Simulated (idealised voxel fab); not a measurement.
Title: Process Module voxel transistor to metal
Each square cell in cross-section cut measures 5 nm, and the section as a whole is 165 nm wide.
Cross-section, as written here: a square-cell grid given band by band from the top down, where a band holds one or more rows of cells. Within each band entry, the heights of the top and of the bottom of the band appear first, in that order and in nm; the materials of the band then follow from left to right, each with its corresponding width in nm. The designation "throughout" on a single material indicates that it fills the band from edge to edge; the designation "air" indicates empty space. Heights are expressed relative to 0, this being the level below which the as-received wafer comprises one material exclusively. The lowest band is unbounded in the downward direction and is denoted as in "0 down". Width: "30 to 40" (first number = top row, second number = bottom row, same change from row to row of cells). "left unchanged" means the step left every cell of the cross-section as it was. In the "Closed void register" entry, you get each enclosed empty space of 8 cells or more, one with no open way to the top, written width x height at distance, distance from the left edge, in nm. Whatever follows a step's settings on its line is a remark the simulator itself makes about that step. overlay nm: on a step with a mask, how far right of its planned place the mask lay; negative means left.
[This section lists the process steps that were planned]
1. RECEIVE | material Si
2. CONFORMAL_DEP | material SiO2 | thk nm 5
3. CONFORMAL_DEP | material SiN | thk nm 10
4. MASKED_ETCH | tone cover | mask id ACTIVE | width nm 110 | etch materials SiN | depth nm 10 | overlay nm 0
5. MASKED_ETCH | tone cover | mask id ACTIVE | width nm 110 | etch materials SiO2 | depth nm 5 | overlay nm 0
6. MASKED_ETCH | tone cover | mask id ACTIVE | width nm 110 | etch materials Si | depth nm 35 | overlay nm 0
7. FILL_DEP | material SiO2 | thk nm 15
8. CMP | height nm 15
9. SELECTIVE_ETCH | etch materials SiO2 | depth nm 10
10. STRIP | etch materials SiN
11. SELECTIVE_ETCH | etch materials SiO2 | depth nm 5
12. OXIDIZE | depth nm 5
13. DIRECTIONAL_DEP | material polySi | thk nm 25
14. DIRECTIONAL_DEP | material SiCN | thk nm 10
15. DIRECTIONAL_DEP | material aC | thk nm 15
16. PATTERN | tone cover | mask id GATE | material resist | width nm 20 | thk nm 30 | overlay nm 0
17. DIRECTIONAL_ETCH | etch materials aC | depth nm 15
18. STRIP | etch materials resist
19. DIRECTIONAL_ETCH | etch materials SiCN | depth nm 20
20. DIRECTIONAL_ETCH | etch materials polySi | depth nm 35
21. STRIP | etch materials aC
22. CONFORMAL_DEP | material SiO2 | thk nm 5
23. DIRECTIONAL_ETCH | etch materials SiO2 | depth nm 5
24. CONFORMAL_DEP | material SiN | thk nm 5
25. DIRECTIONAL_ETCH | etch materials SiN | depth nm 5
26. DIRECTIONAL_ETCH | etch materials SiO2 | depth nm 5
27. DIRECTIONAL_ETCH | etch materials Si | depth nm 10
28. EPI | material nSi | thk nm 15
29. FILL_DEP | material SiO2 | thk nm 5
30. CMP | height nm 35
31. DIRECTIONAL_DEP | material SiO2 | thk nm 10
32. PATTERN | tone open | mask id CONTACT | material resist | width nm 35 | pitch nm 65 | thk nm 20 | overlay nm 0
33. DIRECTIONAL_ETCH | etch materials SiO2 | depth nm 45
34. STRIP | etch materials resist
35. CONFORMAL_DEP | material TiN | thk nm 5
36. FILL_DEP | material Ru | thk nm 10
37. CMP | height nm 45
38. CONFORMAL_DEP | material SiN | thk nm 5
39. DIRECTIONAL_DEP | material lowk | thk nm 20
40. PATTERN | tone open | mask id METAL_1 | material resist | width nm 20 | pitch nm 80 | thk nm 15 | overlay nm 0
41. DIRECTIONAL_ETCH | etch materials lowk | depth nm 20
42. DIRECTIONAL_ETCH | etch materials SiN | depth nm 5
43. STRIP | etch materials resist
44. CONFORMAL_DEP | material TiN | thk nm 5
45. FILL_DEP | material W | thk nm 5
46. CMP | height nm 70
47. CONFORMAL_DEP | material SiCN | thk nm 5
[As received (post step 1): cross-section]
	0 down | Si throughout
	Closed void register: none
[Module complete, cross-section. Starting point and plan per above. One mistake made in running the module]
	75 to 70 | SiCN throughout
	70 to 50 | lowk=30 | TiN=5 | W=10 | TiN=5 | lowk=60 | TiN=5 | W=10 | TiN=5 | lowk=35
	50 to 45 | SiN=30 | TiN=20 | SiN=60 | TiN=20 | SiN=35
	45 to 35 | SiO2=30 | TiN=5 | Ru=25 to 10 | TiN=5 to 20 | SiO2=30 | TiN=5 | Ru=25 | TiN=5 | SiO2=35
	35 to 25 | SiO2=30 | TiN=5 | Ru=10 | TiN=5 | SiN=5 | TiN=5 | SiCN=20 | SiO2=5 | SiN=5 | SiO2=5 | TiN=5 | Ru=25 | TiN=5 | SiO2=35
	25 to 15 | SiO2=30 | TiN=5 | Ru=10 | TiN=5 | SiN=5 | TiN=5 | polySi=20 | SiO2=5 | SiN=5 | SiO2=5 | TiN=5 | Ru=25 | TiN=5 | SiO2=35
	15 to 10 | SiO2=30 | TiN=20 | SiN=5 | TiN=5 | polySi=20 | SiO2=5 | SiN=5 | SiO2=5 | TiN=15 | Ru=15 | TiN=5 | SiO2=35
	10 to 5 | SiO2=30 | TiN=5 | nSi=15 | SiN=5 | TiN=5 | polySi=20 | SiO2=5 | SiN=5 | nSi=15 | TiN=5 | Ru=15 | TiN=5 | SiO2=35
	5 to 0 | SiO2=30 | TiN=5 | nSi=15 | SiN=5 | TiN=5 | polySi=20 | SiO2=5 | SiN=5 | nSi=15 | TiN=25 | SiO2=35
	0 to -5 | SiO2=20 | nSi=30 | SiO2=40 | nSi=50 | SiO2=25
	-5 to -15 | SiO2=25 | nSi=25 | Si=40 | nSi=45 | SiO2=30
	-15 to -35 | SiO2=25 | Si=110 | SiO2=30
	-35 down | Si throughout
	Closed void register: none
So what did we get wrong on this run? step 16 ran as: PATTERN | tone cover | mask id GATE | material resist | width nm 20 | thk nm 30 | overlay nm -10
